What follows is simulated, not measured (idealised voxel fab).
Title: Process Module voxel air gaps
In the cross-section labelled cut, the width is 285 nm and each square cell is 5 nm.
Cross-section = grid of square cells, listed top down in bands; band = one or more rows. First you get the band's top height and its bottom height, in nm, and then the materials it's made of, left to right, with each width in nm. If you see a single material with "edge to edge", that one covers the band edge to edge. "blank" is empty space. Heads up on the height convention: 0 is the point under which the incoming wafer is all one material, and the lowest band has no bottom, it just keeps going down, like "0 -> down". Per-row width for "30 to 40": begins at first number (top row of band), ends at second number (bottom row), increment between rows held constant. Step note "left unchanged" = no cross-section cell changed. Basically, "Enclosed voids" tells you about the enclosed voids: empty spaces with no open way to the top, 8 cells or bigger, each written width x height at distance, where distance is from the left edge, all in nm. Whatever follows a step's settings on its line is a remark the simulator itself makes about that step. overlay nm: how far to the right of its planned place the mask lay on this masked step (negative: to the left).
-- The following list gives the planned process steps
| 1 | RECEIVE | material Si |
| 2 | CONFORMAL_DEP | material SiO2 | thk nm 10 |
| 3 | CONFORMAL_DEP | material SiN | thk nm 5 |
| 4 | DIRECTIONAL_DEP | material lowk | thk nm 30 |
| 5 | MASKED_ETCH | tone open | mask id LINES | width nm 15 | pitch nm 50 | etch materials lowk | depth nm 30 | overlay nm 0 |
| 6 | CONFORMAL_DEP | material TiN | thk nm 5 |
| 7 | FILL_DEP | material Ru | thk nm 5 |
| 8 | CMP | height nm 45 |
| 9 | EPI | material Ru | thk nm 10 |
| 10 | SELECTIVE_ETCH | etch materials lowk | depth nm 40 |
| 11 | CONFORMAL_DEP | material SiCN | thk nm 5 |
The wafers in this document start out alike and differ in the width nm applied at step 5; the plan shows the value used for the first wafer.
-- First wafer of several, as received: cross-section after step 1
	0 -> down = Si edge to edge
	Enclosed voids: none
-- What follows is a table in which each wafer occupies a row; for the wafer as it stands at the close of the module, the row states, material by material, how many cells have been gained (+) or lost (-) since receipt, and then gives its closed voids
width nm 15 | +57 Ru | +129 SiCN | +57 SiN | +114 SiO2 | +39 TiN | Enclosed voids: none
width nm 20 | +78 Ru | +129 SiCN | +57 SiN | +114 SiO2 | +42 TiN | Enclosed voids: 20 x 20 at 110; 20 x 20 at 160
width nm 25 | +99 Ru | +121 SiCN | +57 SiN | +114 SiO2 | +45 TiN | Enclosed voids: 15 x 20 at 110; 15 x 20 at 160
width nm 30 | +120 Ru | +81 SiCN | +57 SiN | +114 SiO2 | +48 TiN | +48 lowk | Enclosed voids: none
width nm 35 | +137 Ru | +81 SiCN | +57 SiN | +114 SiO2 | +51 TiN | +36 lowk | Enclosed voids: none
